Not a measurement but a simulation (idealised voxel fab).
process module | voxel capacitor over wiring
cross-section cut | 180 nm wide | cells 5 nm
A cross-section is a grid of square cells, given in bands from the top down. A band is one or more rows of cells.
Each band's line starts with the height of the band's top and of its bottom, in nm. Then come its materials from left to right, each with its width in nm. One material with "throughout" fills the band from edge to edge. "air" is empty space.
Height 0 is the level under which the wafer as received is all one material. The lowest band goes on downwards, as in "0 down".
A width such as "30 to 40" changes by the same amount from each row of cells to the next, from the band's top row to its bottom row.
"no change" after a step means that no cell of the cross-section changed.
closed voids: empty space of 8 cells or more with no open way to the top, each as width x height at its distance from the left edge, in nm
after a step's settings: what the simulator itself notes on the step
overlay nm, on a step with a mask: how far to the right of its planned place the mask lay; to the left if negative
plan
1 op RECEIVE | material Si
2 op CONFORMAL_DEP | material SiO2 | thk nm 15
3 op CONFORMAL_DEP | material SiN | thk nm 5
4 op DIRECTIONAL_DEP | material lowk | thk nm 15
5 op PATTERN | tone open | mask id METAL_1 | material resist | width nm 30 | pitch nm 85 | thk nm 20 | overlay nm 0
6 op DIRECTIONAL_ETCH | etch materials lowk | depth nm 15
7 op DIRECTIONAL_ETCH | etch materials SiN | depth nm 5
8 op STRIP | etch materials resist
9 op CONFORMAL_DEP | material TiN | thk nm 5
10 op FILL_DEP | material Ru | thk nm 10
11 op CMP | height nm 35
12 op CONFORMAL_DEP | material SiCN | thk nm 5
13 op DIRECTIONAL_DEP | material lowk | thk nm 15
14 op DIRECTIONAL_DEP | material aC | thk nm 10
15 op PATTERN | tone open | mask id PLUG_1 | material resist | width nm 15 | thk nm 25 | overlay nm 0
16 op DIRECTIONAL_ETCH | etch materials aC | depth nm 10
17 op STRIP | etch materials resist
18 op DIRECTIONAL_ETCH | etch materials lowk | depth nm 15
19 op DIRECTIONAL_ETCH | etch materials SiCN | depth nm 5
20 op STRIP | etch materials aC
21 op CONFORMAL_DEP | material TiN | thk nm 5
22 op FILL_DEP | material W | thk nm 10
23 op CMP | height nm 55
24 op DIRECTIONAL_DEP | material TiN | thk nm 5
25 op DIRECTIONAL_DEP | material Al2O3 | thk nm 5
26 op DIRECTIONAL_DEP | material TiN | thk nm 10
27 op PATTERN | tone cover | mask id UPPER_PLATE | material resist | width nm 60 | thk nm 15 | overlay nm 0
28 op DIRECTIONAL_ETCH | etch materials TiN | depth nm 10
29 op DIRECTIONAL_ETCH | etch materials Al2O3 | depth nm 5
30 op STRIP | etch materials resist
31 op MASKED_ETCH | tone cover | mask id LOWER_PLATE | width nm 70 | etch materials TiN | depth nm 5 | overlay nm 0
32 op FILL_DEP | material SiO2 | thk nm 20
33 op CMP | height nm 90
34 op MASKED_ETCH | tone open | mask id PLUG_2 | width nm 15 | etch materials SiO2 | depth nm 15 | overlay nm 0
35 op CONFORMAL_DEP | material TiN | thk nm 5
36 op FILL_DEP | material W | thk nm 10
37 op CMP | height nm 90
38 op CONFORMAL_DEP | material SiN | thk nm 5
as received, after step 1
  0 down: Si throughout
  closed voids: none
first wafer at the end, as planned
  95 to 90: SiN throughout
  90 to 80: SiO2 55 | TiN 5 | W 5 | TiN 5 | SiO2 110
  80 to 75: SiO2 55 | TiN 15 | SiO2 110
  75 to 65: SiO2 45 | TiN 60 | SiO2 75
  65 to 60: SiO2 45 | Al2O3 60 | SiO2 75
  60 to 55: SiO2 40 | TiN 70 | SiO2 70
  55 to 40: lowk 45 | TiN 5 | W 5 | TiN 5 | lowk 120
  40 to 35: SiCN 45 | TiN 15 | SiCN 120
  35 to 20: lowk 30 | TiN 5 | Ru 20 | TiN 5 | lowk 55 | TiN 5 | Ru 20 | TiN 5 | lowk 35
  20 to 15: SiN 30 | TiN 30 | SiN 55 | TiN 30 | SiN 35
  15 to 0: SiO2 throughout
  0 down: Si throughout
  closed voids: none
second wafer at the end: like start, like plan, one mistake
  95 to 90: SiN throughout
  90 to 80: SiO2 55 | TiN 5 | W 5 | TiN 5 | SiO2 110
  80 to 75: SiO2 55 | TiN 15 | SiO2 110
  75 to 65: SiO2 45 | TiN 60 | SiO2 75
  65 to 60: SiO2 45 | Al2O3 60 | SiO2 75
  60 to 55: SiO2 40 | TiN 70 | SiO2 70
  55 to 40: lowk 45 | TiN 5 | W 5 | TiN 5 | lowk 120
  40 to 35: SiCN 45 | TiN 15 | SiCN 120
  35 to 30: SiN 30 | TiN 30 | SiN 55 | TiN 30 | SiN 35
  30 to 0: SiO2 throughout
  0 down: Si throughout
  closed voids: none
what went wrong: step 2 was run twice
at the end the second wafer has, in cells: 24 fewer of Ru | 108 more of SiO2 | 12 fewer of TiN | 72 fewer of lowk
